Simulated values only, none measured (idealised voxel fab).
The process module presented herein is designated voxel local oxidation.
Cross-section cut: width 235 nm, square cells of 5 nm.
Cross-section format: a grid of square cells, given as bands from top to bottom; each band is one or more rows of cells. Heads up on the band format: heights come first, top then bottom, in nm. After that it's the materials left to right, each with its width in nm. A single material flagged "everywhere" fills the whole band edge to edge, and "blank" means there's empty space there. Convention: height 0 is the level below which the wafer, as received, is all one material. The lowest band does not terminate at the bottom but continues downward, represented as "0 -> down". Top row gets the first number, bottom row gets the second, and each row in between changes by the same step: that is how a band width like "30->40" works. It should be understood that the words "remained unchanged", when stated for a given step, signify that the cross-section underwent no change in any of its cells during that step. The list in "Closed cavity list" covers empty spaces of 8 cells or more that cannot reach the top through any open way, and it gives each as width x height at distance; the distance is from the left edge, and width, height and distance are in nm. That trailing text on a step's line, after the settings, is the simulator's own remark on the step. The optional step-line setting "overlay nm" applies to steps with a mask and quantifies how far to the right of its planned location the mask lay, a negative value indicating leftward placement.
## Listed below are the process steps as planned
1: RECEIVE,material Si
2: OXIDIZE,depth nm 5
3: CONFORMAL_DEP,material SiN,thk nm 15
4: MASKED_ETCH,tone cover,mask id ACTIVE,width nm 110,etch materials SiN,depth nm 15,overlay nm 0
5: SELECTIVE_ETCH,etch materials SiO2,depth nm 5
6: OXIDIZE,depth nm 10
7: STRIP,etch materials SiN
## Account of the first of two wafers, which was processed as intended
## So this is the incoming wafer in cross-section - it's already been through step 1
    0 -> down  Si everywhere
    Closed cavity list: none
## Cross-section of the wafer after step 2
    0 -> -5  SiO2 everywhere
    Nothing below the height -5 has changed.
## Cross-section of the wafer after step 3
    15 -> 0  SiN everywhere
    Nothing below the height 0 has changed.
## Cross-section of the wafer after step 4
    15 -> 0  blank 60; SiN 110; blank 65
    Nothing below the height 0 has changed.
## Cross-section of the wafer after step 5
    15 -> 0  blank 60; SiN 110; blank 65
    0 -> -5  blank 65; SiO2 100; blank 70
    Nothing below the height -5 has changed.
## Cross-section of the wafer after step 6
    15 -> 0  blank 60; SiN 110; blank 65
    0 -> -5  blank 65; SiO2 100; blank 70
    -5 -> -15  SiO2 75; Si 80; SiO2 80
    Nothing below the height -15 has changed.
## Cross-section of the wafer after step 7
    0 -> -5  blank 65; SiO2 100; blank 70
    Nothing below the height -5 has changed.
## What follows concerns the second wafer, which started out like the first and was meant to follow the very same plan; one mistake crept in when it was run, but everything up to and including step 4 is the same as for the first wafer
## What the second wafer looks like in cross-section when step 5 should have wrapped up
    15 -> 0  blank 60; SiN 110; blank 65
    0 -> -5  blank 75; SiO2 80; blank 80
    Nothing below the height -5 has changed.
## What the second wafer looks like in cross-section when step 6 should have wrapped up
    15 -> 0  blank 60; SiN 110; blank 65
    0 -> -5  blank 75; SiO2 80; blank 80
    -5 -> -15  SiO2 85; Si 60; SiO2 90
    Nothing below the height -15 has changed.
## What the second wafer looks like in cross-section when step 7 should have wrapped up
    0 -> -5  blank 75; SiO2 80; blank 80
    Nothing below the height -5 has changed.
What broke from the plan during processing? step 5 deviated from plan and actually ran as SELECTIVE_ETCH,etch materials SiO2,depth nm 15
Cell-count delta at end, second wafer over first, by material: Si -8, SiO2 +4
